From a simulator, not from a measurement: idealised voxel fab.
The process module that follows is named voxel released beams.
cross-section cut | 170 nm wide | cells 5 nm
If you're reading a cross-section in this doc, picture square cells in a grid; it comes to you as bands, top ones listed first down to the bottom, and a band can be one or more rows of cells.
It is stipulated that each band's entry specify, in nanometres, the height of the top of the band and then that of its bottom, followed by the materials of the band in left-to-right sequence, each together with its width in nanometres. A single material marked by the word "edge to edge" is understood to fill the band from edge to edge; the word "air" is understood to denote empty space.
Where do heights start? At 0: under that level the wafer as delivered is made of one material only. And the lowest band has no floor; it just carries on downward, as in "0..down".
Graded width ("30 to 40"): value in top row of band = first number; value in bottom row = second number; row-to-row change constant.
What does "same as before" mean for a step? It means no cell of the cross-section changed in that step.
What "Closed void catalog" gives you is every empty space of 8 cells or more that is cut off from the top. Each appears as width x height at distance, with the distance taken from the left edge and width, height and distance all in nm.
On each step's line, the part that comes after the settings is the simulator's own comment on the step.
If you see "overlay nm" on a step's line and that step has a mask, it's telling you how far right of where it was planned the mask ended up; a negative number means it went left instead.
[Set out below are the planned steps of the process]
1: RECEIVE,material Si
2: CONFORMAL_DEP,material Al2O3,thk nm 5
3: DIRECTIONAL_DEP,material SiO2,thk nm 10
4: DIRECTIONAL_DEP,material aC,thk nm 10
5: PATTERN,tone open,mask id ANCHOR,material resist,width nm 35,thk nm 25,overlay nm 0
6: DIRECTIONAL_ETCH,etch materials aC,depth nm 10
7: STRIP,etch materials resist
8: DIRECTIONAL_ETCH,etch materials SiO2,depth nm 10
9: STRIP,etch materials aC
10: CONFORMAL_DEP,material SiN,thk nm 10
11: DIRECTIONAL_DEP,material aC,thk nm 10
12: PATTERN,tone cover,mask id BEAM,material resist,width nm 90,thk nm 30,overlay nm 0
13: DIRECTIONAL_ETCH,etch materials aC,depth nm 10
14: STRIP,etch materials resist
15: DIRECTIONAL_ETCH,etch materials SiN,depth nm 10
16: STRIP,etch materials aC
17: STRIP,etch materials SiO2
[Cross-section: wafer on arrival = after step 1]
* 0..down | Si edge to edge
* Closed void catalog: none
[The module was run from the start shown above using the plan shown above, but one mistake was made doing it; the resulting wafer cross-section is below]
* 25..15 | air (35)  SiN (10)  air (25)  SiN (55)  air (45)
* 15..5 | air (35)  SiN (45)  air (90)
* 5..0 | Al2O3 edge to edge
* 0..down | Si edge to edge
* Closed void catalog: none
In executing the process, a mistake was made relative to the plan: step 5 did not happen as planned, as run it was PATTERN,tone open,mask id ANCHOR,material resist,width nm 45,thk nm 25,overlay nm 0
